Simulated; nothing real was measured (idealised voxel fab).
Module name: voxel transistor to metal (process module)
Shown is cross-section cut, with a width of 150 nm and square cells of size 5 nm.
When this document writes out a cross-section, it uses a grid of square cells and lists it as bands, beginning at the top and moving down, with a band standing for one or more rows of cells.
Within each band entry, the heights of the top and of the bottom of the band appear first, in that order and in nm; the materials of the band then follow from left to right, each with its corresponding width in nm. The designation "full width" on a single material indicates that it fills the band from edge to edge; the designation "blank" indicates empty space.
Heights are measured from 0, the level below which the as-received wafer is all one material; the lowest band has no bottom and continues downward, written as in "from 0 down".
Note: "30 to 40" means the width goes from the first number (top row of the band) to the second number (bottom row) in equal steps per row of cells.
Where a step carries "nothing changed", the cross-section came out of it unchanged, cell for cell.
In the "Sealed cavities" entry, you get each enclosed empty space of 8 cells or more, one with no open way to the top, written width x height at distance, distance from the left edge, in nm.
Formally, on a step line, whatever follows the settings is a remark that the simulator itself makes on the step.
On any step carrying a mask, the "overlay nm" setting, if present on the step's line, tells how far right of its planned place the mask lay; negative values point to the left.

## Steps planned for the process
1) RECEIVE: material Si
2) OXIDIZE: depth nm 5
3) CONFORMAL_DEP: material SiN, thk nm 15
4) PATTERN: tone cover, mask id ACTIVE, material resist, width nm 115, thk nm 15, overlay nm 0
5) DIRECTIONAL_ETCH: etch materials SiN, depth nm 15
6) DIRECTIONAL_ETCH: etch materials SiO2, depth nm 5
7) DIRECTIONAL_ETCH: etch materials Si, depth nm 35
8) STRIP: etch materials resist
9) FILL_DEP: material SiO2, thk nm 15
10) CMP: height nm 15
11) SELECTIVE_ETCH: etch materials SiO2, depth nm 5
12) STRIP: etch materials SiN
13) SELECTIVE_ETCH: etch materials SiO2, depth nm 5
14) OXIDIZE: depth nm 5
15) DIRECTIONAL_DEP: material polySi, thk nm 30
16) DIRECTIONAL_DEP: material SiCN, thk nm 15
17) DIRECTIONAL_DEP: material aC, thk nm 15
18) PATTERN: tone cover, mask id GATE, material resist, width nm 35, thk nm 35, overlay nm 0
19) DIRECTIONAL_ETCH: etch materials aC, depth nm 15
20) STRIP: etch materials resist
21) DIRECTIONAL_ETCH: etch materials SiCN, depth nm 25
22) DIRECTIONAL_ETCH: etch materials polySi, depth nm 40
23) STRIP: etch materials aC
24) CONFORMAL_DEP: material SiO2, thk nm 5
25) DIRECTIONAL_ETCH: etch materials SiO2, depth nm 5
26) CONFORMAL_DEP: material SiN, thk nm 5
27) DIRECTIONAL_ETCH: etch materials SiN, depth nm 5
28) DIRECTIONAL_ETCH: etch materials SiO2, depth nm 5
29) DIRECTIONAL_ETCH: etch materials Si, depth nm 5
30) EPI: material nSi, thk nm 5
31) FILL_DEP: material SiO2, thk nm 5
32) CMP: height nm 25
33) STRIP: etch materials polySi
34) SELECTIVE_ETCH: etch materials SiO2, depth nm 5
35) CONFORMAL_DEP: material HfO2, thk nm 5
36) CONFORMAL_DEP: material TiN, thk nm 5
37) FILL_DEP: material W, thk nm 5
38) CMP: height nm 20
39) DIRECTIONAL_DEP: material SiO2, thk nm 10
40) MASKED_ETCH: tone open, mask id CONTACT, width nm 15, pitch nm 90, etch materials SiO2, depth nm 40, overlay nm 0
41) CONFORMAL_DEP: material TiN, thk nm 5
42) FILL_DEP: material W, thk nm 10
43) CMP: height nm 30
44) CONFORMAL_DEP: material SiCN, thk nm 5
45) DIRECTIONAL_DEP: material lowk, thk nm 15
46) PATTERN: tone open, mask id METAL_1, material resist, width nm 15, pitch nm 90, thk nm 15, overlay nm 0
47) DIRECTIONAL_ETCH: etch materials lowk, depth nm 15
48) DIRECTIONAL_ETCH: etch materials SiCN, depth nm 5
49) STRIP: etch materials resist
50) CONFORMAL_DEP: material TiN, thk nm 5
51) FILL_DEP: material W, thk nm 5
52) CMP: height nm 50
53) EPI: material Ru, thk nm 5
54) FILL_DEP: material SiCN, thk nm 5
55) DIRECTIONAL_DEP: material SiO2, thk nm 30
56) DIRECTIONAL_DEP: material aC, thk nm 15
57) PATTERN: tone open, mask id METAL_2, material resist, width nm 15, pitch nm 90, thk nm 35, overlay nm 0
58) DIRECTIONAL_ETCH: etch materials aC, depth nm 15
59) STRIP: etch materials resist
60) DIRECTIONAL_ETCH: etch materials SiO2, depth nm 15
61) STRIP: etch materials aC
62) MASKED_ETCH: tone open, mask id METAL_2_HOLES, width nm 15, pitch nm 90, etch materials SiO2, depth nm 15, overlay nm 0
63) MASKED_ETCH: tone open, mask id METAL_2_HOLES, width nm 15, pitch nm 90, etch materials SiCN, depth nm 5, overlay nm 0
64) CONFORMAL_DEP: material TiN, thk nm 5
65) FILL_DEP: material Cu, thk nm 10
66) CMP: height nm 90
67) CONFORMAL_DEP: material SiCN, thk nm 5

## Wafer as received: cross-section following step 1
> from 0 down = Si full width
> Sealed cavities: none

## Wafer cross-section at module end: first of two, run to plan
> from 95 to 90 = SiCN full width
> from 90 to 60 = SiO2 20 nm | TiN 5 nm | Cu 5 nm | TiN 5 nm | SiO2 75 nm | TiN 5 nm | Cu 5 nm | TiN 5 nm | SiO2 25 nm
> from 60 to 55 = SiCN 20 nm | TiN 15 nm | SiCN 75 nm | TiN 15 nm | SiCN 25 nm
> from 55 to 50 = SiCN 15 nm | Ru 25 nm | SiCN 65 nm | Ru 25 nm | SiCN 20 nm
> from 50 to 35 = lowk 20 nm | TiN 5 nm | W 5 nm | TiN 5 nm | lowk 75 nm | TiN 5 nm | W 5 nm | TiN 5 nm | lowk 25 nm
> from 35 to 30 = SiCN 20 nm | TiN 15 nm | SiCN 75 nm | TiN 15 nm | SiCN 25 nm
> from 30 to 20 = SiO2 20 nm | TiN 5 nm | W 5 nm | TiN 5 nm | SiO2 75 nm | TiN 5 nm | W 5 nm | TiN 5 nm | SiO2 25 nm
> from 20 to 5 = SiO2 20 nm | TiN 5 nm | W 5 nm | TiN 5 nm | SiO2 10 nm | SiN 5 nm | HfO2 5 nm | TiN 5 nm | W 25 nm | TiN 5 nm | HfO2 5 nm | SiN 5 nm | SiO2 10 nm | TiN 5 nm | W 5 nm | TiN 5 nm | SiO2 25 nm
> from 5 to 0 = SiO2 15 nm | SiN 5 nm | TiN 5 nm | W 5 nm | TiN 5 nm | SiO2 10 nm | SiN 5 nm | HfO2 5 nm | TiN 5 nm | W 25 nm | TiN 5 nm | HfO2 5 nm | SiN 5 nm | SiO2 10 nm | TiN 5 nm | W 5 nm | TiN 5 nm | SiN 5 nm | SiO2 20 nm
> from 0 to -5 = SiO2 15 nm | SiN 5 nm | TiN 15 nm | SiO2 10 nm | SiN 5 nm | HfO2 5 nm | TiN 35 nm | HfO2 5 nm | SiN 5 nm | SiO2 10 nm | TiN 15 nm | SiN 5 nm | SiO2 20 nm
> from -5 to -10 = SiO2 20 nm | nSi 5 nm | TiN 10 nm | SiO2 5 nm | nSi 5 nm | SiO2 5 nm | HfO2 45 nm | SiO2 5 nm | nSi 5 nm | SiO2 5 nm | TiN 10 nm | nSi 5 nm | SiO2 25 nm
> from -10 to -15 = SiO2 15 nm | Si 5 nm | nSi 25 nm | Si 55 nm | nSi 25 nm | Si 5 nm | SiO2 20 nm
> from -15 to -40 = SiO2 15 nm | Si 115 nm | SiO2 20 nm
> from -40 down = Si full width
> Sealed cavities: none

## End-of-module cross-section of the second wafer: identical starting point and process plan to the first, with one processing mistake
> from 95 to 90 = SiCN full width
> from 90 to 60 = SiO2 20 nm | TiN 5 nm | Cu 5 nm | TiN 5 nm | SiO2 75 nm | TiN 5 nm | Cu 5 nm | TiN 5 nm | SiO2 25 nm
> from 60 to 55 = SiCN 20 nm | TiN 15 nm | SiCN 75 nm | TiN 15 nm | SiCN 25 nm
> from 55 to 50 = SiCN 15 nm | Ru 25 nm | SiCN 65 nm | Ru 25 nm | SiCN 20 nm
> from 50 to 35 = lowk 20 nm | TiN 5 nm | W 5 nm | TiN 5 nm | lowk 75 nm | TiN 5 nm | W 5 nm | TiN 5 nm | lowk 25 nm
> from 35 to 30 = SiCN 20 nm | TiN 15 nm | SiCN 75 nm | TiN 15 nm | SiCN 25 nm
> from 30 to 20 = SiO2 25 nm | TiN 5 nm | W 5 nm | TiN 5 nm | SiO2 75 nm | TiN 5 nm | W 5 nm | TiN 5 nm | SiO2 20 nm
> from 20 to 10 = SiO2 25 nm | TiN 5 nm | W 5 nm | TiN 5 nm | SiO2 5 nm | SiN 5 nm | HfO2 5 nm | TiN 5 nm | W 25 nm | TiN 5 nm | HfO2 5 nm | SiN 5 nm | SiO2 15 nm | TiN 5 nm | W 5 nm | TiN 5 nm | SiO2 20 nm
> from 10 to 5 = SiO2 25 nm | TiN 5 nm | W 5 nm | TiN 5 nm | SiO2 5 nm | SiN 5 nm | HfO2 5 nm | TiN 5 nm | W 25 nm | TiN 5 nm | HfO2 5 nm | SiN 5 nm | SiO2 15 nm | TiN 15 nm | SiO2 20 nm
> from 5 to 0 = SiO2 15 nm | SiN 5 nm | SiO2 5 nm | TiN 5 nm | W 5 nm | TiN 5 nm | SiO2 5 nm | SiN 5 nm | HfO2 5 nm | TiN 5 nm | W 25 nm | TiN 5 nm | HfO2 5 nm | SiN 5 nm | SiO2 15 nm | TiN 10 nm | SiN 5 nm | SiO2 20 nm
> from 0 to -5 = SiO2 15 nm | SiN 5 nm | SiO2 5 nm | TiN 5 nm | W 5 nm | TiN 5 nm | SiO2 5 nm | SiN 5 nm | HfO2 5 nm | TiN 35 nm | HfO2 5 nm | SiN 5 nm | SiO2 15 nm | TiN 10 nm | SiN 5 nm | SiO2 20 nm
> from -5 to -10 = SiO2 20 nm | nSi 5 nm | TiN 15 nm | nSi 5 nm | SiO2 5 nm | HfO2 45 nm | SiO2 5 nm | nSi 5 nm | SiO2 10 nm | TiN 5 nm | nSi 5 nm | SiO2 25 nm
> from -10 to -15 = SiO2 15 nm | Si 5 nm | nSi 25 nm | Si 55 nm | nSi 25 nm | Si 5 nm | SiO2 20 nm
> from -15 to -40 = SiO2 15 nm | Si 115 nm | SiO2 20 nm
> from -40 down = Si full width
> Sealed cavities: none
what went wrong: step 40: run off-plan, actual operation and settings MASKED_ETCH: tone open, mask id CONTACT, width nm 15, pitch nm 90, etch materials SiO2, depth nm 40, overlay nm 5
Per the end-of-run cell counts, the second wafer holds more or fewer of some materials than the first: SiO2: 2 more | TiN: 1 fewer | W: 1 fewer
